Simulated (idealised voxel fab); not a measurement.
process module | voxel self aligned vias
cross-section cut | 175 nm wide | cells 5 nm
A cross-section is a grid of square cells, given in bands from the top down. A band is one or more rows of cells.
Each band's line starts with the height of the band's top and of its bottom, in nm. Then come its materials from left to right, each with its width in nm. One material with "throughout" fills the band from edge to edge. "air" is empty space.
Height 0 is the level under which the wafer as received is all one material. The lowest band goes on downwards, as in "0 down".
A width such as "30 to 40" changes by the same amount from each row of cells to the next, from the band's top row to its bottom row.
"no change" after a step means that no cell of the cross-section changed.
closed voids: empty space of 8 cells or more with no open way to the top, each as width x height at its distance from the left edge, in nm
after a step's settings: what the simulator itself notes on the step
overlay nm, on a step with a mask: how far to the right of its planned place the mask lay; to the left if negative
plan
1 op RECEIVE | material Si
2 op CONFORMAL_DEP | material SiO2 | thk nm 10
3 op CONFORMAL_DEP | material SiCN | thk nm 5
4 op DIRECTIONAL_DEP | material SiO2 | thk nm 25
5 op MASKED_ETCH | tone open | mask id LINES | width nm 25 | pitch nm 55 | etch materials SiO2 | depth nm 25 | overlay nm 0
6 op CONFORMAL_DEP | material TiN | thk nm 5
7 op FILL_DEP | material W | thk nm 5
8 op CMP | height nm 40
9 op SELECTIVE_ETCH | etch materials W Ru TiN | depth nm 5
10 op FILL_DEP | material SiN | thk nm 5
11 op CMP | height nm 40
12 op DIRECTIONAL_DEP | material SiO2 | thk nm 15
13 op DIRECTIONAL_DEP | material aC | thk nm 10
14 op PATTERN | tone open | mask id VIAS | material resist | width nm 35 | pitch nm 55 | thk nm 25 | overlay nm 0
15 op DIRECTIONAL_ETCH | etch materials aC | depth nm 10
16 op STRIP | etch materials resist
17 op DIRECTIONAL_ETCH | etch materials SiO2 | depth nm 15
18 op DIRECTIONAL_ETCH | etch materials SiN | depth nm 5
19 op STRIP | etch materials aC
20 op CONFORMAL_DEP | material TiN | thk nm 5
21 op FILL_DEP | material Ru | thk nm 5
22 op CMP | height nm 55
23 op CONFORMAL_DEP | material SiN | thk nm 5
as received, after step 1
  0 down: Si throughout
  closed voids: none
first wafer at the end, as planned
  60 to 55: SiN throughout
  55 to 45: SiO2 40 | TiN 5 | Ru 25 | TiN 5 | SiO2 20 | TiN 5 | Ru 25 | TiN 5 | SiO2 45
  45 to 40: SiO2 40 | TiN 10 | Ru 15 | TiN 10 | SiO2 20 | TiN 10 | Ru 15 | TiN 10 | SiO2 45
  40 to 35: SiO2 45 | TiN 25 | SiO2 30 | TiN 25 | SiO2 50
  35 to 20: SiO2 45 | TiN 5 | W 15 | TiN 5 | SiO2 30 | TiN 5 | W 15 | TiN 5 | SiO2 50
  20 to 15: SiO2 45 | TiN 25 | SiO2 30 | TiN 25 | SiO2 50
  15 to 10: SiCN throughout
  10 to 0: SiO2 throughout
  0 down: Si throughout
  closed voids: none
second wafer at the end: like start, like plan, one mistake
  60 to 55: SiN throughout
  55 to 45: SiO2 40 | TiN 5 | Ru 25 | TiN 5 | SiO2 20 | TiN 5 | Ru 25 | TiN 5 | SiO2 45
  45 to 40: SiO2 40 | TiN 10 | Ru 15 | TiN 10 | SiO2 20 | TiN 10 | Ru 15 | TiN 10 | SiO2 45
  40 to 35: SiO2 45 | TiN 25 | SiO2 30 | TiN 25 | SiO2 50
  35 to 20: SiO2 45 | TiN 5 | W 15 | TiN 5 | SiO2 30 | TiN 5 | W 15 | TiN 5 | SiO2 50
  20 to 15: SiO2 45 | TiN 25 | SiO2 30 | TiN 25 | SiO2 50
  15 to 5: SiO2 throughout
  5 to 0: SiCN throughout
  0 down: Si throughout
  closed voids: none
what went wrong: steps 2 and 3 were swapped
at the end the second wafer has, in cells: as many of each material as the first, in other places
